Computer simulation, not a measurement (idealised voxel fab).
process module | voxel tone inversion
cross-section cut | 255 nm wide | cells 5 nm
A cross-section is a grid of square cells, given in bands from the top down. A band is one or more rows of cells.
Each band's line starts with the height of the band's top and of its bottom, in nm. Then come its materials from left to right, each with its width in nm. One material with "throughout" fills the band from edge to edge. "air" is empty space.
Height 0 is the level under which the wafer as received is all one material. The lowest band goes on downwards, as in "0 down".
A width such as "30 to 40" changes by the same amount from each row of cells to the next, from the band's top row to its bottom row.
"no change" after a step means that no cell of the cross-section changed.
closed voids: empty space of 8 cells or more with no open way to the top, each as width x height at its distance from the left edge, in nm
after a step's settings: what the simulator itself notes on the step
overlay nm, on a step with a mask: how far to the right of its planned place the mask lay; to the left if negative
plan
1 op RECEIVE | material Si
2 op CONFORMAL_DEP | material SiN | thk nm 10
3 op DIRECTIONAL_DEP | material polySi | thk nm 25
4 op PATTERN | tone cover | mask id POSTS | material resist | width nm 25 | pitch nm 40 | thk nm 30 | overlay nm 0
5 op DIRECTIONAL_ETCH | etch materials polySi | depth nm 25
6 op STRIP | etch materials resist
7 op FILL_DEP | material lowk | thk nm 5
8 op CMP | height nm 35
9 op STRIP | etch materials polySi
10 op CONFORMAL_DEP | material TiN | thk nm 5
11 op FILL_DEP | material Cu | thk nm 10
12 op CMP | height nm 35
13 op CONFORMAL_DEP | material SiCN | thk nm 5
as received, after step 1
  0 down: Si throughout
  closed voids: none
first wafer at the end, as planned
  40 to 35: SiCN throughout
  35 to 15: lowk 95 | TiN 5 | Cu 15 | TiN 5 | lowk 15 | TiN 5 | Cu 15 | TiN 5 | lowk 95
  15 to 10: lowk 95 | TiN 25 | lowk 15 | TiN 25 | lowk 95
  10 to 0: SiN throughout
  0 down: Si throughout
  closed voids: none
second wafer at the end: like start, like plan, one mistake
  40 to 35: SiCN throughout
  35 to 15: Cu 90 | TiN 5 | lowk 25 | TiN 5 | Cu 5 | TiN 5 | lowk 25 | TiN 5 | Cu 90
  15 to 10: TiN 95 | lowk 25 | TiN 15 | lowk 25 | TiN 95
  10 to 0: SiN throughout
  0 down: Si throughout
  closed voids: none
what went wrong: step 4 ran as: op PATTERN | tone open | mask id POSTS | material resist | width nm 25 | pitch nm 40 | thk nm 30 | overlay nm 0
at the end the second wafer has, in cells: 124 more of Cu | 31 more of TiN | 155 fewer of lowk
